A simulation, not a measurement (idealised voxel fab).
The following process module bears the name voxel ribs on slabs.
In the cross-section labelled cut, the width is 245 nm and each square cell is 5 nm.
A cross-section in this document is a grid of square cells, and it is written down as bands, the top band listed before the ones below it; a band is made up of one or more rows of cells.
Look at the band entry: it leads with the top's height and the bottom's height in nm. Then it lists the materials left to right, with a width in nm for each. The word "full width" on a single material says that material fills the band edge to edge. The word "blank" is empty space.
We count height from 0. Below that, the starting wafer is all one material. The lowest band never ends at the bottom but goes on down; see "0..down" for how that is written.
It should be noted that a width expressed as "30 to 40" varies in equal increments from row to row of cells within the band, taking the value of the first number at the top row and that of the second number at the bottom row.
What does "nothing altered" mean for a step? It means no cell of the cross-section changed in that step.
The entry titled "Closed void entries" provides the empty spaces that have no open way to the top, restricted to those of 8 cells or more. Each is presented as width x height at distance, the distance being measured from the left edge, with all three in nm.
Where a step's line continues beyond its settings, the continuation is a remark by the simulator itself on that step.
"overlay nm", when on a step's line for a step with a mask, measures how far to the right of its planned place the mask lay; a negative measure means to the left.
-- Planned step list for the process
1,RECEIVE,material Si
2,DIRECTIONAL_DEP,material SiO2,thk nm 20
3,DIRECTIONAL_DEP,material polySi,thk nm 25
4,MASKED_ETCH,tone cover,mask id RIB,width nm 30,etch materials polySi,depth nm 5,overlay nm 0
5,DIRECTIONAL_DEP,material aC,thk nm 15
6,PATTERN,tone cover,mask id SLAB,material resist,width nm 70,thk nm 30,overlay nm 0
7,DIRECTIONAL_ETCH,etch materials aC,depth nm 15
8,STRIP,etch materials resist
9,DIRECTIONAL_ETCH,etch materials polySi,depth nm 20
10,STRIP,etch materials aC
11,FILL_DEP,material SiO2,thk nm 25
12,CMP,height nm 65
13,DIRECTIONAL_DEP,material W,thk nm 10
14,PATTERN,tone cover,mask id HEATER,material resist,width nm 30,thk nm 15,overlay nm 0
15,DIRECTIONAL_ETCH,etch materials W,depth nm 10
16,STRIP,etch materials resist
17,CONFORMAL_DEP,material SiO2,thk nm 10
For this document, wafers share an identical start and vary in the step 14 width nm; the plan quotes the first wafer's value.
-- Incoming state of the first of several wafers in cross-section: after step 1
	0..down: Si full width
	Closed void entries: none
-- Quick key for the table: a row per wafer, taken at the end of the module. For each material it tells you how many cells the wafer gained (+) or lost (-) since it came in, and the closed voids come after
width nm 30, +681 SiO2, +12 W, +62 polySi, Closed void entries: none
width nm 35, +681 SiO2, +14 W, +62 polySi, Closed void entries: none
width nm 40, +681 SiO2, +16 W, +62 polySi, Closed void entries: none
width nm 45, +681 SiO2, +18 W, +62 polySi, Closed void entries: none
width nm 50, +681 SiO2, +20 W, +62 polySi, Closed void entries: none
width nm 55, +681 SiO2, +22 W, +62 polySi, Closed void entries: none
